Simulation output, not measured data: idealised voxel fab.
Process module heading - voxel wiring stack
The width of the displayed cross-section, cut, is 190 nm; its cells are square, with a size of 5 nm.
Square cells in a grid make up a cross-section in this document, and the grid is given as bands, listed from the top down, each one or more rows of cells. It is stipulated that each band's entry specify, in nanometres, the height of the top of the band and then that of its bottom, followed by the materials of the band in left-to-right sequence, each together with its width in nanometres. A single material marked by the word "all across" is understood to fill the band from edge to edge; the word "empty" is understood to denote empty space. Height 0 is the level under which the wafer as received is all one material. The lowest band goes on downwards, as in "from 0 down". When a width is written as two numbers, as in "30..40", the first number is the width in the top row of cells of the band and the second is the width in its bottom row, and the width changes by the same amount from each row to the next. "no alteration" (step): cross-section cells unchanged, all of them. Empty spaces without an open route to the top, at least 8 cells in extent, make up the entry "Enclosed cavities"; each is given as width x height at distance, where the distance is measured from the left edge, and all are in nm. Read whatever lies past the settings on a step's line as the simulator's own remark about the step. You can add "overlay nm" to a step's line. For a step with a mask, it describes how far the mask lay to the right of its planned position, and a negative number describes a lay to the left.

Process steps - plan:
1 RECEIVE | material Si
2 CONFORMAL_DEP | material SiO2 | thk nm 10
3 CONFORMAL_DEP | material SiCN | thk nm 5
4 DIRECTIONAL_DEP | material SiO2 | thk nm 25
5 MASKED_ETCH | tone open | mask id METAL_1 | width nm 30 | pitch nm 55 | etch materials SiO2 | depth nm 25 | overlay nm 0
6 MASKED_ETCH | tone open | mask id METAL_1 | width nm 30 | pitch nm 55 | etch materials SiCN | depth nm 5 | overlay nm 0
7 CONFORMAL_DEP | material TiN | thk nm 5
8 FILL_DEP | material Cu | thk nm 10
9 CMP | height nm 40
10 EPI | material Ru | thk nm 5
11 FILL_DEP | material SiCN | thk nm 5
12 DIRECTIONAL_DEP | material lowk | thk nm 10
13 MASKED_ETCH | tone open | mask id PLUG_1 | width nm 15 | pitch nm 55 | etch materials lowk | depth nm 10 | overlay nm 0
14 MASKED_ETCH | tone open | mask id PLUG_1 | width nm 15 | pitch nm 55 | etch materials SiCN | depth nm 5 | overlay nm 0
15 EPI | material Ru | thk nm 10
16 EPI | material Ru | thk nm 5
17 DIRECTIONAL_DEP | material TiN | thk nm 5
18 DIRECTIONAL_DEP | material W | thk nm 25
19 PATTERN | tone cover | mask id METAL_2 | material resist | width nm 30 | pitch nm 55 | thk nm 20 | overlay nm 0
20 DIRECTIONAL_ETCH | etch materials W | depth nm 25
21 DIRECTIONAL_ETCH | etch materials TiN | depth nm 5
22 STRIP | etch materials resist
23 CONFORMAL_DEP | material SiCN | thk nm 5
24 FILL_DEP | material lowk | thk nm 5
25 CMP | height nm 90
26 CONFORMAL_DEP | material SiCN | thk nm 5
27 DIRECTIONAL_DEP | material lowk | thk nm 15
28 DIRECTIONAL_DEP | material aC | thk nm 15
29 PATTERN | tone open | mask id PLUG_2 | material resist | width nm 15 | thk nm 30 | overlay nm 0
30 DIRECTIONAL_ETCH | etch materials aC | depth nm 15
31 STRIP | etch materials resist
32 DIRECTIONAL_ETCH | etch materials lowk | depth nm 15
33 DIRECTIONAL_ETCH | etch materials SiCN | depth nm 5
34 STRIP | etch materials aC
35 EPI | material Ru | thk nm 10
36 EPI | material Ru | thk nm 10
37 DIRECTIONAL_DEP | material TiN | thk nm 5
38 DIRECTIONAL_DEP | material Ru | thk nm 15
39 DIRECTIONAL_DEP | material aC | thk nm 15
40 PATTERN | tone cover | mask id METAL_3 | material resist | width nm 30 | pitch nm 55 | thk nm 30 | overlay nm 0
41 DIRECTIONAL_ETCH | etch materials aC | depth nm 15
42 STRIP | etch materials resist
43 DIRECTIONAL_ETCH | etch materials Ru | depth nm 15
44 DIRECTIONAL_ETCH | etch materials TiN | depth nm 5
45 STRIP | etch materials aC
46 CONFORMAL_DEP | material SiN | thk nm 5
47 FILL_DEP | material SiO2 | thk nm 10
48 CMP | height nm 130
49 CONFORMAL_DEP | material SiN | thk nm 5

Wafer as received: cross-section following step 1:
from 0 down | Si all across
Enclosed cavities: none

Figure: cross-sectional view of the wafer upon completion of the module, processed from the initial state and according to the plan depicted above, with one error introduced during execution:
from 135 to 130 | SiN all across
from 130 to 115 | SiO2 60 | SiN 5 | Ru 15 | SiN 5 | SiO2 15 | SiN 5 | Ru 30 | SiN 5 | SiO2 50
from 115 to 110 | SiN 65 | TiN 15 | SiN 25 | TiN 30 | SiN 55
from 110 to 95 | lowk 50 | Ru 15 | lowk 125
from 95 to 90 | SiCN 50 | TiN 15 | SiCN 125
from 90 to 65 | W 50 | SiCN 5 | lowk 20 | SiCN 5 | W 25 | SiCN 5 | lowk 20 | SiCN 5 | W 55
from 65 to 60 | TiN 50 | SiCN 30 | TiN 25 | SiCN 30 | TiN 55
from 60 to 50 | lowk 50 | Ru 15 | lowk 40 | Ru 15 | lowk 70
from 50 to 40 | SiCN 50..45 | Ru 15..40 | SiCN 40..15 | Ru 15..40 | SiCN 70..50
from 40 to 15 | SiO2 50 | TiN 5 | Cu 20 | TiN 5 | SiO2 25 | TiN 5 | Cu 20 | TiN 5 | SiO2 55
from 15 to 10 | SiCN 50 | TiN 30 | SiCN 25 | TiN 30 | SiCN 55
from 10 to 0 | SiO2 all across
from 0 down | Si all across
Enclosed cavities: none
What was the processing mistake? step 19 deviated from plan and actually ran as PATTERN | tone open | mask id METAL_2 | material resist | width nm 30 | pitch nm 55 | thk nm 20 | overlay nm 0
